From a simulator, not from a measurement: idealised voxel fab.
Process module, titled voxel ribs on slabs
Pictured: cross-section cut, 160 nm wide, on a grid of 5 nm square cells.
Cross-section spec: square-cell grid; bands listed top down; each band is one or more rows.
Basically the band line says how high the top is and how high the bottom is, in nm, and then what's in it from left to right, every material with its width in nm. Empty space shows up as "air", and if a single material carries "edge to edge" it runs the full band edge to edge.
Where do heights start? At 0: under that level the wafer as delivered is made of one material only. And the lowest band has no floor; it just carries on downward, as in "0..down".
When a width is written as two numbers, as in "30->40", the first number is the width in the top row of cells of the band and the second is the width in its bottom row, and the width changes by the same amount from each row to the next.
Key: "stayed the same" - step with no changed cell in the cross-section.
Empty spaces counting at least 8 cells and having no open way to the top are listed in "Unvented voids". The notation width x height at distance is used for each, the distance being from the left edge and all three values in nm.
Note: text after step settings on the step line = simulator remark on that step.
For masked steps, "overlay nm" on the step line gives how far right of plan the mask actually lay; a minus sign means it lay to the left.
Here's what the planned process steps look like
step 1: RECEIVE (material Si)
step 2: DIRECTIONAL_DEP (material SiO2; thk nm 25)
step 3: DIRECTIONAL_DEP (material SiN; thk nm 15)
step 4: DIRECTIONAL_DEP (material aC; thk nm 10)
step 5: PATTERN (tone cover; mask id RIB; material resist; width nm 30; thk nm 30; overlay nm 0)
step 6: DIRECTIONAL_ETCH (etch materials aC; depth nm 10)
step 7: STRIP (etch materials resist)
step 8: DIRECTIONAL_ETCH (etch materials SiN; depth nm 10)
step 9: STRIP (etch materials aC)
step 10: DIRECTIONAL_DEP (material aC; thk nm 15)
step 11: PATTERN (tone cover; mask id SLAB; material resist; width nm 90; thk nm 30; overlay nm 0)
step 12: DIRECTIONAL_ETCH (etch materials aC; depth nm 15)
step 13: STRIP (etch materials resist)
step 14: DIRECTIONAL_ETCH (etch materials SiN; depth nm 10)
step 15: STRIP (etch materials aC)
step 16: FILL_DEP (material SiO2; thk nm 25)
step 17: CMP (height nm 65)
step 18: DIRECTIONAL_DEP (material TiN; thk nm 5)
step 19: DIRECTIONAL_DEP (material aC; thk nm 15)
step 20: PATTERN (tone cover; mask id HEATER; material resist; width nm 40; thk nm 30; overlay nm 0)
step 21: DIRECTIONAL_ETCH (etch materials aC; depth nm 15)
step 22: STRIP (etch materials resist)
step 23: DIRECTIONAL_ETCH (etch materials TiN; depth nm 5)
step 24: STRIP (etch materials aC)
step 25: CONFORMAL_DEP (material SiN; thk nm 5)
For this document, wafers share an identical start and vary in the step 3 thk nm; the plan quotes the first wafer's value.
First wafer of several, as received: cross-section after step 1
    0..down | Si edge to edge
    Unvented voids: none
Once step 25, the last step, is complete, the module is at its end; this is the cross-section of the first of several wafers
    75..70 | 55 of air | 50 of SiN | 55 of air
    70..65 | 60 of SiN | 40 of TiN | 60 of SiN
    65..40 | SiO2 edge to edge
    40..30 | 65 of SiO2 | 30 of SiN | 65 of SiO2
    30..25 | 35 of SiO2 | 90 of SiN | 35 of SiO2
    25..0 | SiO2 edge to edge
    0..down | Si edge to edge
    Unvented voids: none
Last-wafer cross-section at the end of the module
    75..70 | 55 of air | 50 of SiN | 55 of air
    70..65 | 60 of SiN | 40 of TiN | 60 of SiN
    65..60 | SiO2 edge to edge
    60..50 | 65 of SiO2 | 30 of SiN | 65 of SiO2
    50..40 | 35 of SiO2 | 90 of SiN | 35 of SiO2
    40..25 | SiN edge to edge
    25..0 | SiO2 edge to edge
    0..down | Si edge to edge
    Unvented voids: none
Table: wafers, a row each; end-of-module cell change per material since receipt, gain (+), loss (-); then closed voids
thk nm 15 | +64 SiN | +386 SiO2 | +8 TiN | Unvented voids: none
thk nm 20 | +82 SiN | +368 SiO2 | +8 TiN | Unvented voids: none
thk nm 25 | +114 SiN | +336 SiO2 | +8 TiN | Unvented voids: none
thk nm 30 | +146 SiN | +304 SiO2 | +8 TiN | Unvented voids: none
thk nm 35 | +178 SiN | +272 SiO2 | +8 TiN | Unvented voids: none
